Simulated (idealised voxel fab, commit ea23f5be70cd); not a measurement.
Name of the process module below: voxel self aligned vias
cross-section cut | 240 nm wide | cells 5 nm
Cross-section format: a grid of square cells, given as bands from top to bottom; each band is one or more rows of cells. What a band's entry tells you: where the top is and where the bottom is, as heights in nm, and after that what lies inside, material by material from left to right, each with its width in nm. Empty space is written as the word "air", and a single material marked with the word "everywhere" occupies the band from edge to edge. It should be noted that heights are counted from 0, beneath which the wafer as supplied is of one material throughout, and that the lowest band possesses no lower boundary but continues downward, as written in "0 -> down". Per-row width for "30 to 40": begins at first number (top row of band), ends at second number (bottom row), increment between rows held constant. Step note "nothing altered" = no cross-section cell changed. The entry titled "Enclosed void catalog" provides the empty spaces that have no open way to the top, restricted to those of 8 cells or more. Each is presented as width x height at distance, the distance being measured from the left edge, with all three in nm. On a step's line, text after the settings is the simulator commenting on that step. "overlay nm" answers the question of how far to the right of plan the mask lay on a step that has a mask, and when it is negative the answer is to the left.
PROCESS STEPS - PLAN
step 1: RECEIVE, material Si
step 2: CONFORMAL_DEP, material SiO2, thk nm 15
step 3: CONFORMAL_DEP, material SiCN, thk nm 5
step 4: DIRECTIONAL_DEP, material SiO2, thk nm 30
step 5: DIRECTIONAL_DEP, material aC, thk nm 10
step 6: PATTERN, tone open, mask id LINES, material resist, width nm 20, pitch nm 50, thk nm 30, overlay nm 0
step 7: DIRECTIONAL_ETCH, etch materials aC, depth nm 10
step 8: STRIP, etch materials resist
step 9: DIRECTIONAL_ETCH, etch materials SiO2, depth nm 30
step 10: STRIP, etch materials aC
step 11: CONFORMAL_DEP, material TiN, thk nm 5
step 12: FILL_DEP, material Ru, thk nm 5
step 13: CMP, height nm 50
step 14: SELECTIVE_ETCH, etch materials W Ru TiN, depth nm 5
step 15: FILL_DEP, material SiN, thk nm 5
step 16: CMP, height nm 50
step 17: DIRECTIONAL_DEP, material SiO2, thk nm 20
step 18: PATTERN, tone open, mask id VIAS, material resist, width nm 30, pitch nm 100, thk nm 20, overlay nm 0
step 19: DIRECTIONAL_ETCH, etch materials SiO2, depth nm 20
step 20: DIRECTIONAL_ETCH, etch materials SiN, depth nm 5
step 21: STRIP, etch materials resist
step 22: CONFORMAL_DEP, material TiN, thk nm 5
step 23: FILL_DEP, material Cu, thk nm 5
step 24: CMP, height nm 70
step 25: CONFORMAL_DEP, material SiN, thk nm 5
WAFER AT RECEIPT (POST STEP 1), CROSS-SECTION
* 0 -> down: Si everywhere
* Enclosed void catalog: none
FIRST WAFER OF TWO, SECTIONED AT END OF MODULE; RUN WENT PER PLAN
* 75 -> 70: SiN everywhere
* 70 -> 55: SiO2: 55; TiN: 5; Cu: 20; TiN: 5; SiO2: 70; TiN: 5; Cu: 20; TiN: 5; SiO2: 55
* 55 -> 50: SiO2: 55; TiN: 10; Cu: 10; TiN: 10; SiO2: 70; TiN: 10; Cu: 10; TiN: 10; SiO2: 55
* 50 -> 45: SiO2: 60; TiN: 20; SiO2: 30; SiN: 20; SiO2: 30; TiN: 20; SiO2: 60
* 45 -> 25: SiO2: 60; TiN: 5; Ru: 10; TiN: 5; SiO2: 30; TiN: 5; Ru: 10; TiN: 5; SiO2: 30; TiN: 5; Ru: 10; TiN: 5; SiO2: 60
* 25 -> 20: SiO2: 60; TiN: 20; SiO2: 30; TiN: 20; SiO2: 30; TiN: 20; SiO2: 60
* 20 -> 15: SiCN everywhere
* 15 -> 0: SiO2 everywhere
* 0 -> down: Si everywhere
* Enclosed void catalog: none
CROSS-SECTIONAL IMAGE OF THE SECOND WAFER OF THE TWO FOLLOWING COMPLETION OF THE MODULE. STARTING STATE AND PROCESS PLAN WERE THE SAME AS FOR THE FIRST WAFER; ONE EXECUTION ERROR OCCURRED
* 75 -> 70: SiN everywhere
* 70 -> 50: SiO2: 55; TiN: 5; Cu: 20; TiN: 5; SiO2: 70; TiN: 5; Cu: 20; TiN: 5; SiO2: 55
* 50 -> 45: SiO2: 55; TiN: 30; SiO2: 25; SiN: 20; SiO2: 25; TiN: 30; SiO2: 55
* 45 -> 30: SiO2: 55; TiN: 10; Ru: 10; TiN: 10; SiO2: 25; TiN: 5; Ru: 10; TiN: 5; SiO2: 25; TiN: 10; Ru: 10; TiN: 10; SiO2: 55
* 30 -> 25: SiO2: 60; TiN: 5; Ru: 10; TiN: 5; SiO2: 30; TiN: 5; Ru: 10; TiN: 5; SiO2: 30; TiN: 5; Ru: 10; TiN: 5; SiO2: 60
* 25 -> 20: SiO2: 60; TiN: 20; SiO2: 30; TiN: 20; SiO2: 30; TiN: 20; SiO2: 60
* 20 -> 15: SiCN everywhere
* 15 -> 0: SiO2 everywhere
* 0 -> down: Si everywhere
* Enclosed void catalog: none
Diagnosis: in the plan, step 19 was performed twice
The second wafer ends with more or fewer cells of some materials than the first, per final count: 4 more of Cu | 16 fewer of SiO2 | 12 more of TiN
